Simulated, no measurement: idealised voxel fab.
The document below concerns the process module designated voxel trench capacitor.
300 nm wide, 5 nm square cells: that's cross-section cut.
This document writes a cross-section as a grid whose cells are square, and gives it as bands, listed from the top down; one or more rows of cells form a band.
Band: top height; bottom height; in nm. Then, left to right: material with width in nm, for each material. "edge to edge": a single material spanning edge to edge. "empty": empty space.
The level at which height equals 0 is the one under which the wafer, as it arrives, is entirely one material. No lower edge exists for the bottom band, which continues downward and is notated as in "0 -> down".
A width given as "30..40" starts at the first number in the band's top row and ends at the second number in its bottom row, shifting by an equal amount at every step from row to row.
Basically "remained the same" means that step didn't change any cell in the cross-section.
The entry titled "Sealed internal cavities" provides the empty spaces that have no open way to the top, restricted to those of 8 cells or more. Each is presented as width x height at distance, the distance being measured from the left edge, with all three in nm.
The remark found on a step's line after its settings is issued by the simulator itself and pertains to that step.
overlay nm: for a step with a mask, the amount by which the mask lay right of where it was planned; a negative amount means left of it.
Every pair from here on: before one process step, after it. The after cross-section reaches only to the lowest band that changed. Below the pair: the step in between and its settings. Pairs can belong to different runs of this module on the same starting wafer; a pair carries on from the pair above only if the entry headed "Cross-section, before" says so.

[Cross-section, before]
  0 -> down  Si edge to edge
  Sealed internal cavities: none

[Sectional Result]
  5 -> 0  SiN edge to edge
  At heights below 0, the structure remains unaltered.
  Sealed internal cavities: none
Process step separating the two views above: CONFORMAL_DEP [material SiN] [thk nm 5]

Cross-section, before: The cross-section prior to this step is the one presented after the step of the pair immediately above.

[Sectional Result]
  15 -> 5  aC edge to edge
  At heights below 5, the structure remains unaltered.
  Sealed internal cavities: none
Process step separating the two views above: DIRECTIONAL_DEP [material aC] [thk nm 10]

Cross-section, before: The cross-section prior to this step is the one presented after the step of the pair immediately above.

[Sectional Result]
  45 -> 15  resist 105 nm, empty 20 nm, resist 15 nm, empty 20 nm, resist 15 nm, empty 20 nm, resist 105 nm
  At heights below 15, the structure remains unaltered.
  Sealed internal cavities: none
Process step separating the two views above: PATTERN [tone open] [mask id TRENCH] [material resist] [width nm 20] [pitch nm 35] [thk nm 30] [overlay nm 0]

Cross-section, before: The cross-section prior to this step is the one presented after the step of the pair immediately above.

[Sectional Result]
  35 -> 15  resist 105 nm, empty 20 nm, resist 15 nm, empty 20 nm, resist 15 nm, empty 20 nm, resist 105 nm
  15 -> 5  aC 105 nm, empty 20 nm, aC 15 nm, empty 20 nm, aC 15 nm, empty 20 nm, aC 105 nm
  At heights below 5, the structure remains unaltered.
  Sealed internal cavities: none
Process step separating the two views above: DIRECTIONAL_ETCH [etch materials aC] [depth nm 10]

Cross-section, before: The cross-section prior to this step is the one presented after the step of the pair immediately above.

[Sectional Result]
  15 -> 5  aC 105 nm, empty 20 nm, aC 15 nm, empty 20 nm, aC 15 nm, empty 20 nm, aC 105 nm
  At heights below 5, the structure remains unaltered.
  Sealed internal cavities: none
Process step separating the two views above: STRIP [etch materials resist]

Cross-section, before: The cross-section prior to this step is the one presented after the step of the pair immediately above.

[Sectional Result]
  15 -> 5  aC 105 nm, empty 20 nm, aC 15 nm, empty 20 nm, aC 15 nm, empty 20 nm, aC 105 nm
  5 -> 0  SiN 105 nm, empty 20 nm, SiN 15 nm, empty 20 nm, SiN 15 nm, empty 20 nm, SiN 105 nm
  At heights below 0, the structure remains unaltered.
  Sealed internal cavities: none
Process step separating the two views above: DIRECTIONAL_ETCH [etch materials SiN] [depth nm 5]

Cross-section, before: The cross-section prior to this step is the one presented after the step of the pair immediately above.

[Sectional Result]
  15 -> 5  aC 105 nm, empty 20 nm, aC 15 nm, empty 20 nm, aC 15 nm, empty 20 nm, aC 105 nm
  5 -> 0  SiN 105 nm, empty 20 nm, SiN 15 nm, empty 20 nm, SiN 15 nm, empty 20 nm, SiN 105 nm
  0 -> -35  Si 105 nm, empty 20 nm, Si 15 nm, empty 20 nm, Si 15 nm, empty 20 nm, Si 105 nm
  At heights below -35, the structure remains unaltered.
  Sealed internal cavities: none
Process step separating the two views above: DIRECTIONAL_ETCH [etch materials Si] [depth nm 35]

Cross-section, before: The cross-section prior to this step is the one presented after the step of the pair immediately above.

[Sectional Result]
  5 -> 0  SiN 105 nm, empty 20 nm, SiN 15 nm, empty 20 nm, SiN 15 nm, empty 20 nm, SiN 105 nm
  At heights below 0, the structure remains unaltered.
  Sealed internal cavities: none
Process step separating the two views above: STRIP [etch materials aC]

Cross-section, before: The cross-section prior to this step is the one presented after the step of the pair immediately above.

[Sectional Result]
  10 -> 5  SiO2 110 nm, empty 10 nm, SiO2 25 nm, empty 10 nm, SiO2 25 nm, empty 10 nm, SiO2 110 nm
  5 -> 0  SiN 105 nm, SiO2 5 nm, empty 10 nm, SiO2 5 nm, SiN 15 nm, SiO2 5 nm, empty 10 nm, SiO2 5 nm, SiN 15 nm, SiO2 5 nm, empty 10 nm, SiO2 5 nm, SiN 105 nm
  0 -> -30  Si 105 nm, SiO2 5 nm, empty 10 nm, SiO2 5 nm, Si 15 nm, SiO2 5 nm, empty 10 nm, SiO2 5 nm, Si 15 nm, SiO2 5 nm, empty 10 nm, SiO2 5 nm, Si 105 nm
  -30 -> -35  Si 105 nm, SiO2 20 nm, Si 15 nm, SiO2 20 nm, Si 15 nm, SiO2 20 nm, Si 105 nm
  At heights below -35, the structure remains unaltered.
  Sealed internal cavities: none
Process step separating the two views above: CONFORMAL_DEP [material SiO2] [thk nm 5]

Cross-section, before: The cross-section prior to this step is the one presented after the step of the pair immediately above.

[Sectional Result]
  20 -> 10  polySi edge to edge
  10 -> 5  SiO2 110 nm, polySi 10 nm, SiO2 25 nm, polySi 10 nm, SiO2 25 nm, polySi 10 nm, SiO2 110 nm
  5 -> 0  SiN 105 nm, SiO2 5 nm, polySi 10 nm, SiO2 5 nm, SiN 15 nm, SiO2 5 nm, polySi 10 nm, SiO2 5 nm, SiN 15 nm, SiO2 5 nm, polySi 10 nm, SiO2 5 nm, SiN 105 nm
  0 -> -30  Si 105 nm, SiO2 5 nm, polySi 10 nm, SiO2 5 nm, Si 15 nm, SiO2 5 nm, polySi 10 nm, SiO2 5 nm, Si 15 nm, SiO2 5 nm, polySi 10 nm, SiO2 5 nm, Si 105 nm
  At heights below -30, the structure remains unaltered.
  Sealed internal cavities: none
Process step separating the two views above: FILL_DEP [material polySi] [thk nm 10]

Cross-section, before: The cross-section prior to this step is the one presented after the step of the pair immediately above.

[Sectional Result]
  5 -> 0  SiN 105 nm, SiO2 5 nm, polySi 10 nm, SiO2 5 nm, SiN 15 nm, SiO2 5 nm, polySi 10 nm, SiO2 5 nm, SiN 15 nm, SiO2 5 nm, polySi 10 nm, SiO2 5 nm, SiN 105 nm
  At heights below 0, the structure remains unaltered.
  Sealed internal cavities: none
Process step separating the two views above: CMP [height nm 5]

[Cross-section, before]
  15 -> 5  aC 105 nm, empty 20 nm, aC 15 nm, empty 20 nm, aC 15 nm, empty 20 nm, aC 105 nm
  5 -> 0  SiN 105 nm, empty 20 nm, SiN 15 nm, empty 20 nm, SiN 15 nm, empty 20 nm, SiN 105 nm
  0 -> -35  Si 105 nm, empty 20 nm, Si 15 nm, empty 20 nm, Si 15 nm, empty 20 nm, Si 105 nm
  -35 -> down  Si edge to edge
  Sealed internal cavities: none

[Sectional Result]
  15 -> 5  aC 105 nm, empty 20 nm, aC 15 nm, empty 20 nm, aC 15 nm, empty 20 nm, aC 105 nm
  5 -> 0  SiN 105 nm, empty 20 nm, SiN 15 nm, empty 20 nm, SiN 15 nm, empty 20 nm, SiN 105 nm
  0 -> -70  Si 105 nm, empty 20 nm, Si 15 nm, empty 20 nm, Si 15 nm, empty 20 nm, Si 105 nm
  At heights below -70, the structure remains unaltered.
  Sealed internal cavities: none
Process step separating the two views above: DIRECTIONAL_ETCH [etch materials Si] [depth nm 35]

Cross-section, before: The cross-section prior to this step is the one presented after the step of the pair immediately above.

[Sectional Result]
  5 -> 0  SiN 105 nm, empty 20 nm, SiN 15 nm, empty 20 nm, SiN 15 nm, empty 20 nm, SiN 105 nm
  At heights below 0, the structure remains unaltered.
  Sealed internal cavities: none
Process step separating the two views above: STRIP [etch materials aC]

Cross-section, before: The cross-section prior to this step is the one presented after the step of the pair immediately above.

[Sectional Result]
  10 -> 5  SiO2 110 nm, empty 10 nm, SiO2 25 nm, empty 10 nm, SiO2 25 nm, empty 10 nm, SiO2 110 nm
  5 -> 0  SiN 105 nm, SiO2 5 nm, empty 10 nm, SiO2 5 nm, SiN 15 nm, SiO2 5 nm, empty 10 nm, SiO2 5 nm, SiN 15 nm, SiO2 5 nm, empty 10 nm, SiO2 5 nm, SiN 105 nm
  0 -> -65  Si 105 nm, SiO2 5 nm, empty 10 nm, SiO2 5 nm, Si 15 nm, SiO2 5 nm, empty 10 nm, SiO2 5 nm, Si 15 nm, SiO2 5 nm, empty 10 nm, SiO2 5 nm, Si 105 nm
  -65 -> -70  Si 105 nm, SiO2 20 nm, Si 15 nm, SiO2 20 nm, Si 15 nm, SiO2 20 nm, Si 105 nm
  At heights below -70, the structure remains unaltered.
  Sealed internal cavities: none
Process step separating the two views above: CONFORMAL_DEP [material SiO2] [thk nm 5]

Cross-section, before: The cross-section prior to this step is the one presented after the step of the pair immediately above.

[Sectional Result]
  20 -> 10  polySi edge to edge
  10 -> 5  SiO2 110 nm, polySi 10 nm, SiO2 25 nm, polySi 10 nm, SiO2 25 nm, polySi 10 nm, SiO2 110 nm
  5 -> 0  SiN 105 nm, SiO2 5 nm, polySi 10 nm, SiO2 5 nm, SiN 15 nm, SiO2 5 nm, polySi 10 nm, SiO2 5 nm, SiN 15 nm, SiO2 5 nm, polySi 10 nm, SiO2 5 nm, SiN 105 nm
  0 -> -65  Si 105 nm, SiO2 5 nm, polySi 10 nm, SiO2 5 nm, Si 15 nm, SiO2 5 nm, polySi 10 nm, SiO2 5 nm, Si 15 nm, SiO2 5 nm, polySi 10 nm, SiO2 5 nm, Si 105 nm
  At heights below -65, the structure remains unaltered.
  Sealed internal cavities: none
Process step separating the two views above: FILL_DEP [material polySi] [thk nm 10]

Cross-section, before: The cross-section prior to this step is the one presented after the step of the pair immediately above.

[Sectional Result]
  5 -> 0  SiN 105 nm, SiO2 5 nm, polySi 10 nm, SiO2 5 nm, SiN 15 nm, SiO2 5 nm, polySi 10 nm, SiO2 5 nm, SiN 15 nm, SiO2 5 nm, polySi 10 nm, SiO2 5 nm, SiN 105 nm
  At heights below 0, the structure remains unaltered.
  Sealed internal cavities: none
Process step separating the two views above: CMP [height nm 5]

[Cross-section, before]
  35 -> 15  resist 105 nm, empty 20 nm, resist 15 nm, empty 20 nm, resist 15 nm, empty 20 nm, resist 105 nm
  15 -> 5  aC 105 nm, empty 20 nm, aC 15 nm, empty 20 nm, aC 15 nm, empty 20 nm, aC 105 nm
  5 -> 0  SiN edge to edge
  0 -> down  Si edge to edge
  Sealed internal cavities: none

[Sectional Result]
  35 -> 15  resist 105 nm, empty 20 nm, resist 15 nm, empty 20 nm, resist 15 nm, empty 20 nm, resist 105 nm
  15 -> 5  aC 105 nm, empty 20 nm, aC 15 nm, empty 20 nm, aC 15 nm, empty 20 nm, aC 105 nm
  5 -> 0  SiN 105 nm, empty 20 nm, SiN 15 nm, empty 20 nm, SiN 15 nm, empty 20 nm, SiN 105 nm
  At heights below 0, the structure remains unaltered.
  Sealed internal cavities: none
Process step separating the two views above: DIRECTIONAL_ETCH [etch materials SiN] [depth nm 5]

Cross-section, before: The cross-section prior to this step is the one presented after the step of the pair immediately above.

[Sectional Result]
  15 -> 5  aC 105 nm, empty 20 nm, aC 15 nm, empty 20 nm, aC 15 nm, empty 20 nm, aC 105 nm
  At heights below 5, the structure remains unaltered.
  Sealed internal cavities: none
Process step separating the two views above: STRIP [etch materials resist]

[Cross-section, before]
  20 -> 10  polySi edge to edge
  10 -> 5  SiO2 110 nm, polySi 10 nm, SiO2 25 nm, polySi 10 nm, SiO2 25 nm, polySi 10 nm, SiO2 110 nm
  5 -> 0  SiN 105 nm, SiO2 5 nm, polySi 10 nm, SiO2 5 nm, SiN 15 nm, SiO2 5 nm, polySi 10 nm, SiO2 5 nm, SiN 15 nm, SiO2 5 nm, polySi 10 nm, SiO2 5 nm, SiN 105 nm
  0 -> -30  Si 105 nm, SiO2 5 nm, polySi 10 nm, SiO2 5 nm, Si 15 nm, SiO2 5 nm, polySi 10 nm, SiO2 5 nm, Si 15 nm, SiO2 5 nm, polySi 10 nm, SiO2 5 nm, Si 105 nm
  -30 -> -35  Si 105 nm, SiO2 20 nm, Si 15 nm, SiO2 20 nm, Si 15 nm, SiO2 20 nm, Si 105 nm
  -35 -> down  Si edge to edge
  Sealed internal cavities: none

[Sectional Result]
  10 -> 5  SiO2 110 nm, polySi 10 nm, SiO2 25 nm, polySi 10 nm, SiO2 25 nm, polySi 10 nm, SiO2 110 nm
  At heights below 5, the structure remains unaltered.
  Sealed internal cavities: none
Process step separating the two views above: CMP [height nm 10]

[Cross-section, before]
  15 -> 5  aC edge to edge
  5 -> 0  SiN edge to edge
  0 -> down  Si edge to edge
  Sealed internal cavities: none

[Sectional Result]
  45 -> 15  resist 110 nm, empty 15 nm, resist 20 nm, empty 15 nm, resist 20 nm, empty 15 nm, resist 105 nm
  At heights below 15, the structure remains unaltered.
  Sealed internal cavities: none
Process step separating the two views above: PATTERN [tone open] [mask id TRENCH] [material resist] [width nm 15] [pitch nm 35] [thk nm 30] [overlay nm 0]

Cross-section, before: The cross-section prior to this step is the one presented after the step of the pair immediately above.

[Sectional Result]
  35 -> 15  resist 110 nm, empty 15 nm, resist 20 nm, empty 15 nm, resist 20 nm, empty 15 nm, resist 105 nm
  15 -> 5  aC 110 nm, empty 15 nm, aC 20 nm, empty 15 nm, aC 20 nm, empty 15 nm, aC 105 nm
  At heights below 5, the structure remains unaltered.
  Sealed internal cavities: none
Process step separating the two views above: DIRECTIONAL_ETCH [etch materials aC] [depth nm 10]

Cross-section, before: The cross-section prior to this step is the one presented after the step of the pair immediately above.

[Sectional Result]
  15 -> 5  aC 110 nm, empty 15 nm, aC 20 nm, empty 15 nm, aC 20 nm, empty 15 nm, aC 105 nm
  At heights below 5, the structure remains unaltered.
  Sealed internal cavities: none
Process step separating the two views above: STRIP [etch materials resist]

Cross-section, before: The cross-section prior to this step is the one presented after the step of the pair immediately above.

[Sectional Result]
  15 -> 5  aC 110 nm, empty 15 nm, aC 20 nm, empty 15 nm, aC 20 nm, empty 15 nm, aC 105 nm
  5 -> 0  SiN 110 nm, empty 15 nm, SiN 20 nm, empty 15 nm, SiN 20 nm, empty 15 nm, SiN 105 nm
  At heights below 0, the structure remains unaltered.
  Sealed internal cavities: none
Process step separating the two views above: DIRECTIONAL_ETCH [etch materials SiN] [depth nm 5]

Cross-section, before: The cross-section prior to this step is the one presented after the step of the pair immediately above.

[Sectional Result]
  15 -> 5  aC 110 nm, empty 15 nm, aC 20 nm, empty 15 nm, aC 20 nm, empty 15 nm, aC 105 nm
  5 -> 0  SiN 110 nm, empty 15 nm, SiN 20 nm, empty 15 nm, SiN 20 nm, empty 15 nm, SiN 105 nm
  0 -> -35  Si 110 nm, empty 15 nm, Si 20 nm, empty 15 nm, Si 20 nm, empty 15 nm, Si 105 nm
  At heights below -35, the structure remains unaltered.
  Sealed internal cavities: none
Process step separating the two views above: DIRECTIONAL_ETCH [etch materials Si] [depth nm 35]

Cross-section, before: The cross-section prior to this step is the one presented after the step of the pair immediately above.

[Sectional Result]
  5 -> 0  SiN 110 nm, empty 15 nm, SiN 20 nm, empty 15 nm, SiN 20 nm, empty 15 nm, SiN 105 nm
  At heights below 0, the structure remains unaltered.
  Sealed internal cavities: none
Process step separating the two views above: STRIP [etch materials aC]

Cross-section, before: The cross-section prior to this step is the one presented after the step of the pair immediately above.

[Sectional Result]
  10 -> 5  SiO2 115 nm, empty 5 nm, SiO2 30 nm, empty 5 nm, SiO2 30 nm, empty 5 nm, SiO2 110 nm
  5 -> 0  SiN 110 nm, SiO2 5 nm, empty 5 nm, SiO2 5 nm, SiN 20 nm, SiO2 5 nm, empty 5 nm, SiO2 5 nm, SiN 20 nm, SiO2 5 nm, empty 5 nm, SiO2 5 nm, SiN 105 nm
  0 -> -30  Si 110 nm, SiO2 5 nm, empty 5 nm, SiO2 5 nm, Si 20 nm, SiO2 5 nm, empty 5 nm, SiO2 5 nm, Si 20 nm, SiO2 5 nm, empty 5 nm, SiO2 5 nm, Si 105 nm
  -30 -> -35  Si 110 nm, SiO2 15 nm, Si 20 nm, SiO2 15 nm, Si 20 nm, SiO2 15 nm, Si 105 nm
  At heights below -35, the structure remains unaltered.
  Sealed internal cavities: none
Process step separating the two views above: CONFORMAL_DEP [material SiO2] [thk nm 5]

Cross-section, before: The cross-section prior to this step is the one presented after the step of the pair immediately above.

[Sectional Result]
  20 -> 10  polySi edge to edge
  10 -> 5  SiO2 115 nm, polySi 5 nm, SiO2 30 nm, polySi 5 nm, SiO2 30 nm, polySi 5 nm, SiO2 110 nm
  5 -> 0  SiN 110 nm, SiO2 5 nm, polySi 5 nm, SiO2 5 nm, SiN 20 nm, SiO2 5 nm, polySi 5 nm, SiO2 5 nm, SiN 20 nm, SiO2 5 nm, polySi 5 nm, SiO2 5 nm, SiN 105 nm
  0 -> -30  Si 110 nm, SiO2 5 nm, polySi 5 nm, SiO2 5 nm, Si 20 nm, SiO2 5 nm, polySi 5 nm, SiO2 5 nm, Si 20 nm, SiO2 5 nm, polySi 5 nm, SiO2 5 nm, Si 105 nm
  At heights below -30, the structure remains unaltered.
  Sealed internal cavities: none
Process step separating the two views above: FILL_DEP [material polySi] [thk nm 10]

Cross-section, before: The cross-section prior to this step is the one presented after the step of the pair immediately above.

[Sectional Result]
  5 -> 0  SiN 110 nm, SiO2 5 nm, polySi 5 nm, SiO2 5 nm, SiN 20 nm, SiO2 5 nm, polySi 5 nm, SiO2 5 nm, SiN 20 nm, SiO2 5 nm, polySi 5 nm, SiO2 5 nm, SiN 105 nm
  At heights below 0, the structure remains unaltered.
  Sealed internal cavities: none
Process step separating the two views above: CMP [height nm 5]

[Cross-section, before]
  15 -> 5  aC edge to edge
  5 -> 0  SiN edge to edge
  0 -> down  Si edge to edge
  Sealed internal cavities: none

[Sectional Result]
  45 -> 15  resist 115 nm, empty 20 nm, resist 15 nm, empty 20 nm, resist 15 nm, empty 20 nm, resist 95 nm
  At heights below 15, the structure remains unaltered.
  Sealed internal cavities: none
Process step separating the two views above: PATTERN [tone open] [mask id TRENCH] [material resist] [width nm 20] [pitch nm 35] [thk nm 30] [overlay nm 10]

Cross-section, before: The cross-section prior to this step is the one presented after the step of the pair immediately above.

[Sectional Result]
  35 -> 15  resist 115 nm, empty 20 nm, resist 15 nm, empty 20 nm, resist 15 nm, empty 20 nm, resist 95 nm
  15 -> 5  aC 115 nm, empty 20 nm, aC 15 nm, empty 20 nm, aC 15 nm, empty 20 nm, aC 95 nm
  At heights below 5, the structure remains unaltered.
  Sealed internal cavities: none
Process step separating the two views above: DIRECTIONAL_ETCH [etch materials aC] [depth nm 10]

Cross-section, before: The cross-section prior to this step is the one presented after the step of the pair immediately above.

[Sectional Result]
  15 -> 5  aC 115 nm, empty 20 nm, aC 15 nm, empty 20 nm, aC 15 nm, empty 20 nm, aC 95 nm
  At heights below 5, the structure remains unaltered.
  Sealed internal cavities: none
Process step separating the two views above: STRIP [etch materials resist]

Cross-section, before: The cross-section prior to this step is the one presented after the step of the pair immediately above.

[Sectional Result]
  15 -> 5  aC 115 nm, empty 20 nm, aC 15 nm, empty 20 nm, aC 15 nm, empty 20 nm, aC 95 nm
  5 -> 0  SiN 115 nm, empty 20 nm, SiN 15 nm, empty 20 nm, SiN 15 nm, empty 20 nm, SiN 95 nm
  At heights below 0, the structure remains unaltered.
  Sealed internal cavities: none
Process step separating the two views above: DIRECTIONAL_ETCH [etch materials SiN] [depth nm 5]

Cross-section, before: The cross-section prior to this step is the one presented after the step of the pair immediately above.

[Sectional Result]
  15 -> 5  aC 115 nm, empty 20 nm, aC 15 nm, empty 20 nm, aC 15 nm, empty 20 nm, aC 95 nm
  5 -> 0  SiN 115 nm, empty 20 nm, SiN 15 nm, empty 20 nm, SiN 15 nm, empty 20 nm, SiN 95 nm
  0 -> -35  Si 115 nm, empty 20 nm, Si 15 nm, empty 20 nm, Si 15 nm, empty 20 nm, Si 95 nm
  At heights below -35, the structure remains unaltered.
  Sealed internal cavities: none
Process step separating the two views above: DIRECTIONAL_ETCH [etch materials Si] [depth nm 35]

Cross-section, before: The cross-section prior to this step is the one presented after the step of the pair immediately above.

[Sectional Result]
  5 -> 0  SiN 115 nm, empty 20 nm, SiN 15 nm, empty 20 nm, SiN 15 nm, empty 20 nm, SiN 95 nm
  At heights below 0, the structure remains unaltered.
  Sealed internal cavities: none
Process step separating the two views above: STRIP [etch materials aC]

Cross-section, before: The cross-section prior to this step is the one presented after the step of the pair immediately above.

[Sectional Result]
  10 -> 5  SiO2 120 nm, empty 10 nm, SiO2 25 nm, empty 10 nm, SiO2 25 nm, empty 10 nm, SiO2 100 nm
  5 -> 0  SiN 115 nm, SiO2 5 nm, empty 10 nm, SiO2 5 nm, SiN 15 nm, SiO2 5 nm, empty 10 nm, SiO2 5 nm, SiN 15 nm, SiO2 5 nm, empty 10 nm, SiO2 5 nm, SiN 95 nm
  0 -> -30  Si 115 nm, SiO2 5 nm, empty 10 nm, SiO2 5 nm, Si 15 nm, SiO2 5 nm, empty 10 nm, SiO2 5 nm, Si 15 nm, SiO2 5 nm, empty 10 nm, SiO2 5 nm, Si 95 nm
  -30 -> -35  Si 115 nm, SiO2 20 nm, Si 15 nm, SiO2 20 nm, Si 15 nm, SiO2 20 nm, Si 95 nm
  At heights below -35, the structure remains unaltered.
  Sealed internal cavities: none
Process step separating the two views above: CONFORMAL_DEP [material SiO2] [thk nm 5]

Cross-section, before: The cross-section prior to this step is the one presented after the step of the pair immediately above.

[Sectional Result]
  20 -> 10  polySi edge to edge
  10 -> 5  SiO2 120 nm, polySi 10 nm, SiO2 25 nm, polySi 10 nm, SiO2 25 nm, polySi 10 nm, SiO2 100 nm
  5 -> 0  SiN 115 nm, SiO2 5 nm, polySi 10 nm, SiO2 5 nm, SiN 15 nm, SiO2 5 nm, polySi 10 nm, SiO2 5 nm, SiN 15 nm, SiO2 5 nm, polySi 10 nm, SiO2 5 nm, SiN 95 nm
  0 -> -30  Si 115 nm, SiO2 5 nm, polySi 10 nm, SiO2 5 nm, Si 15 nm, SiO2 5 nm, polySi 10 nm, SiO2 5 nm, Si 15 nm, SiO2 5 nm, polySi 10 nm, SiO2 5 nm, Si 95 nm
  At heights below -30, the structure remains unaltered.
  Sealed internal cavities: none
Process step separating the two views above: FILL_DEP [material polySi] [thk nm 10]

Cross-section, before: The cross-section prior to this step is the one presented after the step of the pair immediately above.

[Sectional Result]
  5 -> 0  SiN 115 nm, SiO2 5 nm, polySi 10 nm, SiO2 5 nm, SiN 15 nm, SiO2 5 nm, polySi 10 nm, SiO2 5 nm, SiN 15 nm, SiO2 5 nm, polySi 10 nm, SiO2 5 nm, SiN 95 nm
  At heights below 0, the structure remains unaltered.
  Sealed internal cavities: none
Process step separating the two views above: CMP [height nm 5]

[Cross-section, before]
  10 -> 5  SiO2 110 nm, empty 10 nm, SiO2 25 nm, empty 10 nm, SiO2 25 nm, empty 10 nm, SiO2 110 nm
  5 -> 0  SiN 105 nm, SiO2 5 nm, empty 10 nm, SiO2 5 nm, SiN 15 nm, SiO2 5 nm, empty 10 nm, SiO2 5 nm, SiN 15 nm, SiO2 5 nm, empty 10 nm, SiO2 5 nm, SiN 105 nm
  0 -> -30  Si 105 nm, SiO2 5 nm, empty 10 nm, SiO2 5 nm, Si 15 nm, SiO2 5 nm, empty 10 nm, SiO2 5 nm, Si 15 nm, SiO2 5 nm, empty 10 nm, SiO2 5 nm, Si 105 nm
  -30 -> -35  Si 105 nm, SiO2 20 nm, Si 15 nm, SiO2 20 nm, Si 15 nm, SiO2 20 nm, Si 105 nm
  -35 -> down  Si edge to edge
  Sealed internal cavities: none

[Sectional Result]
  20 -> 10  aC edge to edge
  10 -> 5  SiO2 110 nm, aC 10 nm, SiO2 25 nm, aC 10 nm, SiO2 25 nm, aC 10 nm, SiO2 110 nm
  5 -> 0  SiN 105 nm, SiO2 5 nm, aC 10 nm, SiO2 5 nm, SiN 15 nm, SiO2 5 nm, aC 10 nm, SiO2 5 nm, SiN 15 nm, SiO2 5 nm, aC 10 nm, SiO2 5 nm, SiN 105 nm
  0 -> -30  Si 105 nm, SiO2 5 nm, aC 10 nm, SiO2 5 nm, Si 15 nm, SiO2 5 nm, aC 10 nm, SiO2 5 nm, Si 15 nm, SiO2 5 nm, aC 10 nm, SiO2 5 nm, Si 105 nm
  At heights below -30, the structure remains unaltered.
  Sealed internal cavities: none
Process step separating the two views above: FILL_DEP [material aC] [thk nm 10]

Cross-section, before: The cross-section prior to this step is the one presented after the step of the pair immediately above.

[Sectional Result]
  5 -> 0  SiN 105 nm, SiO2 5 nm, aC 10 nm, SiO2 5 nm, SiN 15 nm, SiO2 5 nm, aC 10 nm, SiO2 5 nm, SiN 15 nm, SiO2 5 nm, aC 10 nm, SiO2 5 nm, SiN 105 nm
  At heights below 0, the structure remains unaltered.
  Sealed internal cavities: none
Process step separating the two views above: CMP [height nm 5]

[Cross-section, before]
  15 -> 5  aC edge to edge
  5 -> 0  SiN edge to edge
  0 -> down  Si edge to edge
  Sealed internal cavities: none

[Sectional Result]
  45 -> 15  empty 105 nm, resist 20 nm, empty 15 nm, resist 20 nm, empty 15 nm, resist 20 nm, empty 105 nm
  At heights below 15, the structure remains unaltered.
  Sealed internal cavities: none
Process step separating the two views above: PATTERN [tone cover] [mask id TRENCH] [material resist] [width nm 20] [pitch nm 35] [thk nm 30] [overlay nm 0]

Cross-section, before: The cross-section prior to this step is the one presented after the step of the pair immediately above.

[Sectional Result]
  35 -> 15  empty 105 nm, resist 20 nm, empty 15 nm, resist 20 nm, empty 15 nm, resist 20 nm, empty 105 nm
  15 -> 5  empty 105 nm, aC 20 nm, empty 15 nm, aC 20 nm, empty 15 nm, aC 20 nm, empty 105 nm
  At heights below 5, the structure remains unaltered.
  Sealed internal cavities: none
Process step separating the two views above: DIRECTIONAL_ETCH [etch materials aC] [depth nm 10]

Cross-section, before: The cross-section prior to this step is the one presented after the step of the pair immediately above.

[Sectional Result]
  15 -> 5  empty 105 nm, aC 20 nm, empty 15 nm, aC 20 nm, empty 15 nm, aC 20 nm, empty 105 nm
  At heights below 5, the structure remains unaltered.
  Sealed internal cavities: none
Process step separating the two views above: STRIP [etch materials resist]

Cross-section, before: The cross-section prior to this step is the one presented after the step of the pair immediately above.

[Sectional Result]
  15 -> 5  empty 105 nm, aC 20 nm, empty 15 nm, aC 20 nm, empty 15 nm, aC 20 nm, empty 105 nm
  5 -> 0  empty 105 nm, SiN 20 nm, empty 15 nm, SiN 20 nm, empty 15 nm, SiN 20 nm, empty 105 nm
  At heights below 0, the structure remains unaltered.
  Sealed internal cavities: none
Process step separating the two views above: DIRECTIONAL_ETCH [etch materials SiN] [depth nm 5]

Cross-section, before: The cross-section prior to this step is the one presented after the step of the pair immediately above.

[Sectional Result]
  15 -> 5  empty 105 nm, aC 20 nm, empty 15 nm, aC 20 nm, empty 15 nm, aC 20 nm, empty 105 nm
  5 -> 0  empty 105 nm, SiN 20 nm, empty 15 nm, SiN 20 nm, empty 15 nm, SiN 20 nm, empty 105 nm
  0 -> -35  empty 105 nm, Si 20 nm, empty 15 nm, Si 20 nm, empty 15 nm, Si 20 nm, empty 105 nm
  At heights below -35, the structure remains unaltered.
  Sealed internal cavities: none
Process step separating the two views above: DIRECTIONAL_ETCH [etch materials Si] [depth nm 35]

Cross-section, before: The cross-section prior to this step is the one presented after the step of the pair immediately above.

[Sectional Result]
  5 -> 0  empty 105 nm, SiN 20 nm, empty 15 nm, SiN 20 nm, empty 15 nm, SiN 20 nm, empty 105 nm
  At heights below 0, the structure remains unaltered.
  Sealed internal cavities: none
Process step separating the two views above: STRIP [etch materials aC]

Cross-section, before: The cross-section prior to this step is the one presented after the step of the pair immediately above.

[Sectional Result]
  10 -> 5  empty 100 nm, SiO2 30 nm, empty 5 nm, SiO2 30 nm, empty 5 nm, SiO2 30 nm, empty 100 nm
  5 -> 0  empty 100 nm, SiO2 5 nm, SiN 20 nm, SiO2 5 nm, empty 5 nm, SiO2 5 nm, SiN 20 nm, SiO2 5 nm, empty 5 nm, SiO2 5 nm, SiN 20 nm, SiO2 5 nm, empty 100 nm
  0 -> -30  empty 100 nm, SiO2 5 nm, Si 20 nm, SiO2 5 nm, empty 5 nm, SiO2 5 nm, Si 20 nm, SiO2 5 nm, empty 5 nm, SiO2 5 nm, Si 20 nm, SiO2 5 nm, empty 100 nm
  -30 -> -35  SiO2 105 nm, Si 20 nm, SiO2 15 nm, Si 20 nm, SiO2 15 nm, Si 20 nm, SiO2 105 nm
  At heights below -35, the structure remains unaltered.
  Sealed internal cavities: none
Process step separating the two views above: CONFORMAL_DEP [material SiO2] [thk nm 5]

Cross-section, before: The cross-section prior to this step is the one presented after the step of the pair immediately above.

[Sectional Result]
  20 -> 10  polySi edge to edge
  10 -> 5  polySi 100 nm, SiO2 30 nm, polySi 5 nm, SiO2 30 nm, polySi 5 nm, SiO2 30 nm, polySi 100 nm
  5 -> 0  polySi 100 nm, SiO2 5 nm, SiN 20 nm, SiO2 5 nm, polySi 5 nm, SiO2 5 nm, SiN 20 nm, SiO2 5 nm, polySi 5 nm, SiO2 5 nm, SiN 20 nm, SiO2 5 nm, polySi 100 nm
  0 -> -30  polySi 100 nm, SiO2 5 nm, Si 20 nm, SiO2 5 nm, polySi 5 nm, SiO2 5 nm, Si 20 nm, SiO2 5 nm, polySi 5 nm, SiO2 5 nm, Si 20 nm, SiO2 5 nm, polySi 100 nm
  At heights below -30, the structure remains unaltered.
  Sealed internal cavities: none
Process step separating the two views above: FILL_DEP [material polySi] [thk nm 10]
